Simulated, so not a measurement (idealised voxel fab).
Process module name: voxel spacer lines
Displayed cross-section: cut, width of 195 nm, square cells sized 5 nm.
Cross-section spec: square-cell grid; bands listed top down; each band is one or more rows.
Heights first: top, then bottom, in nm. Then materials, left to right, each with a width in nm. "throughout" on a single material: fills the band edge to edge. "empty": empty space.
Height 0 is the level under which the wafer as received is all one material. The lowest band goes on downwards, as in "0..down".
Graded width ("30->40"): value in top row of band = first number; value in bottom row = second number; row-to-row change constant.
Step note "left unchanged" = no cross-section cell changed.
What "Sealed internal cavities" gives you is every empty space of 8 cells or more that is cut off from the top. Each appears as width x height at distance, with the distance taken from the left edge and width, height and distance all in nm.
On each step's line, the part that comes after the settings is the simulator's own comment on the step.
"overlay nm" answers the question of how far to the right of plan the mask lay on a step that has a mask, and when it is negative the answer is to the left.
-- Process steps foreseen in the plan
- 1: RECEIVE | material Si
- 2: CONFORMAL_DEP | material Al2O3 | thk nm 5
- 3: DIRECTIONAL_DEP | material TiN | thk nm 15
- 4: DIRECTIONAL_DEP | material polySi | thk nm 30
- 5: PATTERN | tone cover | mask id MANDREL | material resist | width nm 20 | pitch nm 70 | thk nm 35 | overlay nm 0
- 6: DIRECTIONAL_ETCH | etch materials polySi | depth nm 30
- 7: STRIP | etch materials resist
- 8: CONFORMAL_DEP | material SiO2 | thk nm 15
- 9: DIRECTIONAL_ETCH | etch materials SiO2 | depth nm 15
- 10: STRIP | etch materials polySi
- 11: DIRECTIONAL_ETCH | etch materials TiN | depth nm 15
- 12: STRIP | etch materials SiO2
-- As-received state of the wafer in cross-section, equivalent to post-step 1
* 0..down: Si throughout
* Sealed internal cavities: none
-- Cross-section at module end, one run error; start and plan unchanged from above
* 20..10: TiN: 15, then empty: 20, then TiN: 15, then empty: 20, then TiN: 15, then empty: 20, then TiN: 15, then empty: 20, then TiN: 15, then empty: 20, then TiN: 15, then empty: 5
* 10..5: TiN throughout
* 5..0: Al2O3 throughout
* 0..down: Si throughout
* Sealed internal cavities: none
Plan not followed: it should be noted that step 11 was executed with settings other than those planned, the operation and settings actually applied being DIRECTIONAL_ETCH | etch materials TiN | depth nm 10
